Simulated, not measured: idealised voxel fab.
This section sets out a process module, namely voxel wiring stack.
This is section cut - it's 155 nm across, gridded in 5 nm square cells.
Cross-section format: a grid of square cells, given as bands from top to bottom; each band is one or more rows of cells.
Within each band entry, the heights of the top and of the bottom of the band appear first, in that order and in nm; the materials of the band then follow from left to right, each with its corresponding width in nm. The designation "all across" on a single material indicates that it fills the band from edge to edge; the designation "blank" indicates empty space.
Heights are measured from 0, the level below which the as-received wafer is all one material; the lowest band has no bottom and continues downward, written as in "0 nm and below".
Width spec "30..40" -> top row of cells at first value, bottom row at second value, equal per-row change in between.
"nothing altered" for a step: no cell of the cross-section changed in that step.
"Enclosed empty spaces" - sealed voids, min. 8 cells, no opening to top; format: width x height at distance (distance from left edge; nm throughout).
If you see something after the settings on a step's line, that's the simulator's own remark about that step.
overlay nm: right-of-plan distance of the mask on a masked step; negative values mean left-of-plan.

Listed below are the process steps as planned
1. RECEIVE | material Si
2. CONFORMAL_DEP | material SiO2 | thk nm 15
3. DIRECTIONAL_DEP | material TiN | thk nm 5
4. DIRECTIONAL_DEP | material W | thk nm 20
5. PATTERN | tone cover | mask id METAL_1 | material resist | width nm 20 | pitch nm 50 | thk nm 20 | overlay nm 0
6. DIRECTIONAL_ETCH | etch materials W | depth nm 20
7. DIRECTIONAL_ETCH | etch materials TiN | depth nm 5
8. STRIP | etch materials resist
9. CONFORMAL_DEP | material SiCN | thk nm 5
10. FILL_DEP | material lowk | thk nm 10
11. CMP | height nm 40
12. CONFORMAL_DEP | material SiCN | thk nm 5
13. DIRECTIONAL_DEP | material SiO2 | thk nm 35
14. DIRECTIONAL_DEP | material aC | thk nm 10
15. PATTERN | tone open | mask id METAL_2 | material resist | width nm 20 | pitch nm 50 | thk nm 25 | overlay nm 0
16. DIRECTIONAL_ETCH | etch materials aC | depth nm 10
17. STRIP | etch materials resist
18. DIRECTIONAL_ETCH | etch materials SiO2 | depth nm 20
19. STRIP | etch materials aC
20. PATTERN | tone open | mask id METAL_2_HOLES | material resist | width nm 15 | thk nm 20 | overlay nm -15
21. DIRECTIONAL_ETCH | etch materials SiO2 | depth nm 15
22. DIRECTIONAL_ETCH | etch materials SiCN | depth nm 5
23. STRIP | etch materials resist
24. CONFORMAL_DEP | material TiN | thk nm 5
25. FILL_DEP | material Cu | thk nm 10
26. CMP | height nm 80
27. CONFORMAL_DEP | material SiN | thk nm 5
The plan shows the overlay nm of step 20 as the first wafer had it; this setting differs between the wafers, which start out alike.

Incoming state of the first of several wafers in cross-section: after step 1
	0 nm and below | Si all across
	Enclosed empty spaces: none

Here is how to read the rows: every wafer has a row, and it shows the wafer at the end of the module, giving for each material how many cells were gained (+) or lost (-) since the wafer was received, then listing its closed voids
overlay nm -15; +18 Cu; +70 SiCN; +31 SiN; +269 SiO2; +31 TiN; +32 W; +76 lowk; Enclosed empty spaces: none
overlay nm -10; +16 Cu; +69 SiCN; +31 SiN; +269 SiO2; +34 TiN; +32 W; +76 lowk; Enclosed empty spaces: none
overlay nm -5; +14 Cu; +68 SiCN; +31 SiN; +269 SiO2; +37 TiN; +32 W; +76 lowk; Enclosed empty spaces: none
overlay nm 0; +16 Cu; +67 SiCN; +31 SiN; +269 SiO2; +36 TiN; +32 W; +76 lowk; Enclosed empty spaces: none
overlay nm 5; +16 Cu; +67 SiCN; +31 SiN; +269 SiO2; +36 TiN; +32 W; +76 lowk; Enclosed empty spaces: none
overlay nm 10; +14 Cu; +68 SiCN; +31 SiN; +269 SiO2; +37 TiN; +32 W; +76 lowk; Enclosed empty spaces: none
overlay nm 15; +16 Cu; +69 SiCN; +31 SiN; +269 SiO2; +34 TiN; +32 W; +76 lowk; Enclosed empty spaces: none
